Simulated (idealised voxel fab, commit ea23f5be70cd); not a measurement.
Name of the process module below: voxel self aligned vias
The figure presents cross-section cut, which has a width of 260 nm and is divided into square cells with an edge length of 5 nm.
Square cells in a grid make up a cross-section in this document, and the grid is given as bands, listed from the top down, each one or more rows of cells.
For a band, the entry starts with two heights in nm, that of the top and then that of the bottom, and carries on with the band's materials in order from left to right, each alongside its width in nm; the word "edge to edge" beside a single material means it fills the band edge to edge, and "blank" means empty space.
Zero point of the height axis is 0; under it, received wafer = one material. Lowest band: continues down indefinitely, "0 nm and below".
Width "30 to 40": first value at the band's top row of cells, second value at its bottom row, equal change from row to row.
"nothing different" means the step left every cell of the cross-section as it was.
"Closed empty spaces" means: voids of 8 cells or more that are shut off from the top with no open way through. Written width x height at distance, distance from the left edge, in nm.
Where a step's line continues beyond its settings, the continuation is a remark by the simulator itself on that step.
The line of a step may include "overlay nm". On a step with a mask, this value is how far to the right of its planned place the mask lay. A negative value means the mask lay to the left.

Planned step list for the process:
- 1: RECEIVE: material Si
- 2: CONFORMAL_DEP: material SiO2, thk nm 15
- 3: CONFORMAL_DEP: material SiCN, thk nm 5
- 4: DIRECTIONAL_DEP: material lowk, thk nm 25
- 5: DIRECTIONAL_DEP: material aC, thk nm 10
- 6: PATTERN: tone open, mask id LINES, material resist, width nm 30, pitch nm 65, thk nm 25, overlay nm 0
- 7: DIRECTIONAL_ETCH: etch materials aC, depth nm 10
- 8: STRIP: etch materials resist
- 9: DIRECTIONAL_ETCH: etch materials lowk, depth nm 25
- 10: STRIP: etch materials aC
- 11: CONFORMAL_DEP: material TiN, thk nm 5
- 12: FILL_DEP: material W, thk nm 5
- 13: CMP: height nm 45
- 14: SELECTIVE_ETCH: etch materials W Ru TiN, depth nm 10
- 15: FILL_DEP: material SiN, thk nm 10
- 16: CMP: height nm 45
- 17: DIRECTIONAL_DEP: material lowk, thk nm 15
- 18: PATTERN: tone open, mask id VIAS, material resist, width nm 50, pitch nm 65, thk nm 15, overlay nm 0
- 19: DIRECTIONAL_ETCH: etch materials lowk, depth nm 15
- 20: DIRECTIONAL_ETCH: etch materials SiN, depth nm 10
- 21: STRIP: etch materials resist
- 22: CONFORMAL_DEP: material TiN, thk nm 5
- 23: FILL_DEP: material Ru, thk nm 10
- 24: CMP: height nm 60
- 25: CONFORMAL_DEP: material SiCN, thk nm 5

The first of the two wafers, which ran as planned:

So this is the incoming wafer in cross-section - it's already been through step 1:
    0 nm and below | Si edge to edge
    Closed empty spaces: none

Cross-section: wafer state after step 2:
    15 nm to 0 nm | SiO2 edge to edge
    At heights below 0, the structure remains unaltered.

Cross-section: wafer state after step 3:
    20 nm to 15 nm | SiCN edge to edge
    At heights below 15, the structure remains unaltered.

Cross-section: wafer state after step 4:
    45 nm to 20 nm | lowk edge to edge
    At heights below 20, the structure remains unaltered.

Cross-section: wafer state after step 5:
    55 nm to 45 nm | aC edge to edge
    At heights below 45, the structure remains unaltered.

Cross-section: wafer state after step 6:
    80 nm to 55 nm | 80 nm resist | 30 nm blank | 35 nm resist | 30 nm blank | 85 nm resist
    At heights below 55, the structure remains unaltered.

Cross-section: wafer state after step 7:
    70 nm to 55 nm | 80 nm resist | 30 nm blank | 35 nm resist | 30 nm blank | 85 nm resist
    55 nm to 45 nm | 80 nm aC | 30 nm blank | 35 nm aC | 30 nm blank | 85 nm aC
    At heights below 45, the structure remains unaltered.

Cross-section: wafer state after step 8:
    55 nm to 45 nm | 80 nm aC | 30 nm blank | 35 nm aC | 30 nm blank | 85 nm aC
    At heights below 45, the structure remains unaltered.

Cross-section: wafer state after step 9:
    55 nm to 45 nm | 80 nm aC | 30 nm blank | 35 nm aC | 30 nm blank | 85 nm aC
    45 nm to 20 nm | 80 nm lowk | 30 nm blank | 35 nm lowk | 30 nm blank | 85 nm lowk
    At heights below 20, the structure remains unaltered.

Cross-section: wafer state after step 10:
    45 nm to 20 nm | 80 nm lowk | 30 nm blank | 35 nm lowk | 30 nm blank | 85 nm lowk
    At heights below 20, the structure remains unaltered.

Cross-section: wafer state after step 11:
    50 nm to 45 nm | 85 nm TiN | 20 nm blank | 45 nm TiN | 20 nm blank | 90 nm TiN
    45 nm to 25 nm | 80 nm lowk | 5 nm TiN | 20 nm blank | 5 nm TiN | 35 nm lowk | 5 nm TiN | 20 nm blank | 5 nm TiN | 85 nm lowk
    25 nm to 20 nm | 80 nm lowk | 30 nm TiN | 35 nm lowk | 30 nm TiN | 85 nm lowk
    At heights below 20, the structure remains unaltered.

Cross-section: wafer state after step 12:
    55 nm to 50 nm | W edge to edge
    50 nm to 45 nm | 85 nm TiN | 20 nm W | 45 nm TiN | 20 nm W | 90 nm TiN
    45 nm to 25 nm | 80 nm lowk | 5 nm TiN | 20 nm W | 5 nm TiN | 35 nm lowk | 5 nm TiN | 20 nm W | 5 nm TiN | 85 nm lowk
    At heights below 25, the structure remains unaltered.

Cross-section: wafer state after step 13:
    45 nm to 25 nm | 80 nm lowk | 5 nm TiN | 20 nm W | 5 nm TiN | 35 nm lowk | 5 nm TiN | 20 nm W | 5 nm TiN | 85 nm lowk
    At heights below 25, the structure remains unaltered.

Cross-section: wafer state after step 14:
    45 nm to 35 nm | 80 nm lowk | 30 nm blank | 35 nm lowk | 30 nm blank | 85 nm lowk
    At heights below 35, the structure remains unaltered.

Cross-section: wafer state after step 15:
    55 nm to 45 nm | SiN edge to edge
    45 nm to 35 nm | 80 nm lowk | 30 nm SiN | 35 nm lowk | 30 nm SiN | 85 nm lowk
    At heights below 35, the structure remains unaltered.

Cross-section: wafer state after step 16:
    45 nm to 35 nm | 80 nm lowk | 30 nm SiN | 35 nm lowk | 30 nm SiN | 85 nm lowk
    At heights below 35, the structure remains unaltered.

Cross-section: wafer state after step 17:
    60 nm to 45 nm | lowk edge to edge
    At heights below 45, the structure remains unaltered.

Cross-section: wafer state after step 18:
    75 nm to 60 nm | 70 nm resist | 50 nm blank | 15 nm resist | 50 nm blank | 75 nm resist
    At heights below 60, the structure remains unaltered.

Cross-section: wafer state after step 19:
    75 nm to 60 nm | 70 nm resist | 50 nm blank | 15 nm resist | 50 nm blank | 75 nm resist
    60 nm to 45 nm | 70 nm lowk | 50 nm blank | 15 nm lowk | 50 nm blank | 75 nm lowk
    At heights below 45, the structure remains unaltered.

Cross-section: wafer state after step 20:
    75 nm to 60 nm | 70 nm resist | 50 nm blank | 15 nm resist | 50 nm blank | 75 nm resist
    60 nm to 45 nm | 70 nm lowk | 50 nm blank | 15 nm lowk | 50 nm blank | 75 nm lowk
    45 nm to 35 nm | 80 nm lowk | 30 nm blank | 35 nm lowk | 30 nm blank | 85 nm lowk
    At heights below 35, the structure remains unaltered.

Cross-section: wafer state after step 21:
    60 nm to 45 nm | 70 nm lowk | 50 nm blank | 15 nm lowk | 50 nm blank | 75 nm lowk
    At heights below 45, the structure remains unaltered.

Cross-section: wafer state after step 22:
    65 nm to 60 nm | 75 nm TiN | 40 nm blank | 25 nm TiN | 40 nm blank | 80 nm TiN
    60 nm to 50 nm | 70 nm lowk | 5 nm TiN | 40 nm blank | 5 nm TiN | 15 nm lowk | 5 nm TiN | 40 nm blank | 5 nm TiN | 75 nm lowk
    50 nm to 40 nm | 70 to 80 nm lowk | 15 to 5 nm TiN | 20 nm blank | 15 to 5 nm TiN | 15 to 35 nm lowk | 15 to 5 nm TiN | 20 nm blank | 15 to 5 nm TiN | 75 to 85 nm lowk
    40 nm to 35 nm | 80 nm lowk | 30 nm TiN | 35 nm lowk | 30 nm TiN | 85 nm lowk
    At heights below 35, the structure remains unaltered.

Cross-section: wafer state after step 23:
    75 nm to 65 nm | Ru edge to edge
    65 nm to 60 nm | 75 nm TiN | 40 nm Ru | 25 nm TiN | 40 nm Ru | 80 nm TiN
    60 nm to 50 nm | 70 nm lowk | 5 nm TiN | 40 nm Ru | 5 nm TiN | 15 nm lowk | 5 nm TiN | 40 nm Ru | 5 nm TiN | 75 nm lowk
    50 nm to 40 nm | 70 to 80 nm lowk | 15 to 5 nm TiN | 20 nm Ru | 15 to 5 nm TiN | 15 to 35 nm lowk | 15 to 5 nm TiN | 20 nm Ru | 15 to 5 nm TiN | 75 to 85 nm lowk
    At heights below 40, the structure remains unaltered.

Cross-section: wafer state after step 24:
    60 nm to 50 nm | 70 nm lowk | 5 nm TiN | 40 nm Ru | 5 nm TiN | 15 nm lowk | 5 nm TiN | 40 nm Ru | 5 nm TiN | 75 nm lowk
    At heights below 50, the structure remains unaltered.

Cross-section: wafer state after step 25:
    65 nm to 60 nm | SiCN edge to edge
    At heights below 60, the structure remains unaltered.

The second wafer began exactly as the first did and followed the same plan, but one mistake was made while running it; through step 2 inclusive, the two wafers are identical:

What the second wafer looks like in cross-section when step 3 should have wrapped up: nothing different

What the second wafer looks like in cross-section when step 4 should have wrapped up:
    40 nm to 15 nm | lowk edge to edge
    At heights below 15, the structure remains unaltered.

What the second wafer looks like in cross-section when step 5 should have wrapped up:
    50 nm to 40 nm | aC edge to edge
    At heights below 40, the structure remains unaltered.

What the second wafer looks like in cross-section when step 6 should have wrapped up:
    75 nm to 50 nm | 80 nm resist | 30 nm blank | 35 nm resist | 30 nm blank | 85 nm resist
    At heights below 50, the structure remains unaltered.

What the second wafer looks like in cross-section when step 7 should have wrapped up:
    65 nm to 50 nm | 80 nm resist | 30 nm blank | 35 nm resist | 30 nm blank | 85 nm resist
    50 nm to 40 nm | 80 nm aC | 30 nm blank | 35 nm aC | 30 nm blank | 85 nm aC
    At heights below 40, the structure remains unaltered.

What the second wafer looks like in cross-section when step 8 should have wrapped up:
    50 nm to 40 nm | 80 nm aC | 30 nm blank | 35 nm aC | 30 nm blank | 85 nm aC
    At heights below 40, the structure remains unaltered.

What the second wafer looks like in cross-section when step 9 should have wrapped up:
    50 nm to 40 nm | 80 nm aC | 30 nm blank | 35 nm aC | 30 nm blank | 85 nm aC
    40 nm to 15 nm | 80 nm lowk | 30 nm blank | 35 nm lowk | 30 nm blank | 85 nm lowk
    At heights below 15, the structure remains unaltered.

What the second wafer looks like in cross-section when step 10 should have wrapped up:
    40 nm to 15 nm | 80 nm lowk | 30 nm blank | 35 nm lowk | 30 nm blank | 85 nm lowk
    At heights below 15, the structure remains unaltered.

What the second wafer looks like in cross-section when step 11 should have wrapped up:
    45 nm to 40 nm | 85 nm TiN | 20 nm blank | 45 nm TiN | 20 nm blank | 90 nm TiN
    40 nm to 20 nm | 80 nm lowk | 5 nm TiN | 20 nm blank | 5 nm TiN | 35 nm lowk | 5 nm TiN | 20 nm blank | 5 nm TiN | 85 nm lowk
    20 nm to 15 nm | 80 nm lowk | 30 nm TiN | 35 nm lowk | 30 nm TiN | 85 nm lowk
    At heights below 15, the structure remains unaltered.

What the second wafer looks like in cross-section when step 12 should have wrapped up:
    50 nm to 45 nm | W edge to edge
    45 nm to 40 nm | 85 nm TiN | 20 nm W | 45 nm TiN | 20 nm W | 90 nm TiN
    40 nm to 20 nm | 80 nm lowk | 5 nm TiN | 20 nm W | 5 nm TiN | 35 nm lowk | 5 nm TiN | 20 nm W | 5 nm TiN | 85 nm lowk
    At heights below 20, the structure remains unaltered.

What the second wafer looks like in cross-section when step 13 should have wrapped up:
    45 nm to 40 nm | 85 nm TiN | 20 nm W | 45 nm TiN | 20 nm W | 90 nm TiN
    At heights below 40, the structure remains unaltered.

What the second wafer looks like in cross-section when step 14 should have wrapped up:
    40 nm to 35 nm | 80 nm lowk | 30 nm blank | 35 nm lowk | 30 nm blank | 85 nm lowk
    At heights below 35, the structure remains unaltered.

What the second wafer looks like in cross-section when step 15 should have wrapped up:
    50 nm to 40 nm | SiN edge to edge
    40 nm to 35 nm | 80 nm lowk | 30 nm SiN | 35 nm lowk | 30 nm SiN | 85 nm lowk
    At heights below 35, the structure remains unaltered.

What the second wafer looks like in cross-section when step 16 should have wrapped up:
    45 nm to 40 nm | SiN edge to edge
    At heights below 40, the structure remains unaltered.

What the second wafer looks like in cross-section when step 17 should have wrapped up:
    60 nm to 45 nm | lowk edge to edge
    At heights below 45, the structure remains unaltered.

What the second wafer looks like in cross-section when step 18 should have wrapped up:
    75 nm to 60 nm | 70 nm resist | 50 nm blank | 15 nm resist | 50 nm blank | 75 nm resist
    At heights below 60, the structure remains unaltered.

What the second wafer looks like in cross-section when step 19 should have wrapped up:
    75 nm to 60 nm | 70 nm resist | 50 nm blank | 15 nm resist | 50 nm blank | 75 nm resist
    60 nm to 45 nm | 70 nm lowk | 50 nm blank | 15 nm lowk | 50 nm blank | 75 nm lowk
    At heights below 45, the structure remains unaltered.

What the second wafer looks like in cross-section when step 20 should have wrapped up:
    75 nm to 60 nm | 70 nm resist | 50 nm blank | 15 nm resist | 50 nm blank | 75 nm resist
    60 nm to 45 nm | 70 nm lowk | 50 nm blank | 15 nm lowk | 50 nm blank | 75 nm lowk
    45 nm to 40 nm | 70 nm SiN | 50 nm blank | 15 nm SiN | 50 nm blank | 75 nm SiN
    40 nm to 35 nm | 80 nm lowk | 30 nm blank | 35 nm lowk | 30 nm blank | 85 nm lowk
    At heights below 35, the structure remains unaltered.

What the second wafer looks like in cross-section when step 21 should have wrapped up:
    60 nm to 45 nm | 70 nm lowk | 50 nm blank | 15 nm lowk | 50 nm blank | 75 nm lowk
    At heights below 45, the structure remains unaltered.

What the second wafer looks like in cross-section when step 22 should have wrapped up:
    65 nm to 60 nm | 75 nm TiN | 40 nm blank | 25 nm TiN | 40 nm blank | 80 nm TiN
    60 nm to 45 nm | 70 nm lowk | 5 nm TiN | 40 nm blank | 5 nm TiN | 15 nm lowk | 5 nm TiN | 40 nm blank | 5 nm TiN | 75 nm lowk
    45 nm to 40 nm | 70 nm SiN | 15 nm TiN | 20 nm blank | 15 nm TiN | 15 nm SiN | 15 nm TiN | 20 nm blank | 15 nm TiN | 75 nm SiN
    40 nm to 35 nm | 80 nm lowk | 30 nm TiN | 35 nm lowk | 30 nm TiN | 85 nm lowk
    At heights below 35, the structure remains unaltered.

What the second wafer looks like in cross-section when step 23 should have wrapped up:
    75 nm to 65 nm | Ru edge to edge
    65 nm to 60 nm | 75 nm TiN | 40 nm Ru | 25 nm TiN | 40 nm Ru | 80 nm TiN
    60 nm to 45 nm | 70 nm lowk | 5 nm TiN | 40 nm Ru | 5 nm TiN | 15 nm lowk | 5 nm TiN | 40 nm Ru | 5 nm TiN | 75 nm lowk
    45 nm to 40 nm | 70 nm SiN | 15 nm TiN | 20 nm Ru | 15 nm TiN | 15 nm SiN | 15 nm TiN | 20 nm Ru | 15 nm TiN | 75 nm SiN
    At heights below 40, the structure remains unaltered.

What the second wafer looks like in cross-section when step 24 should have wrapped up:
    60 nm to 45 nm | 70 nm lowk | 5 nm TiN | 40 nm Ru | 5 nm TiN | 15 nm lowk | 5 nm TiN | 40 nm Ru | 5 nm TiN | 75 nm lowk
    At heights below 45, the structure remains unaltered.

What the second wafer looks like in cross-section when step 25 should have wrapped up:
    65 nm to 60 nm | SiCN edge to edge
    At heights below 60, the structure remains unaltered.
Where did the run depart from the plan? step 3 from the plan never happened, it was just skipped
Heads up, by the end the second wafer has more or fewer cells of some materials compared to the first: Ru +8 | SiCN -52 | SiN +32 | TiN +4 | W +8
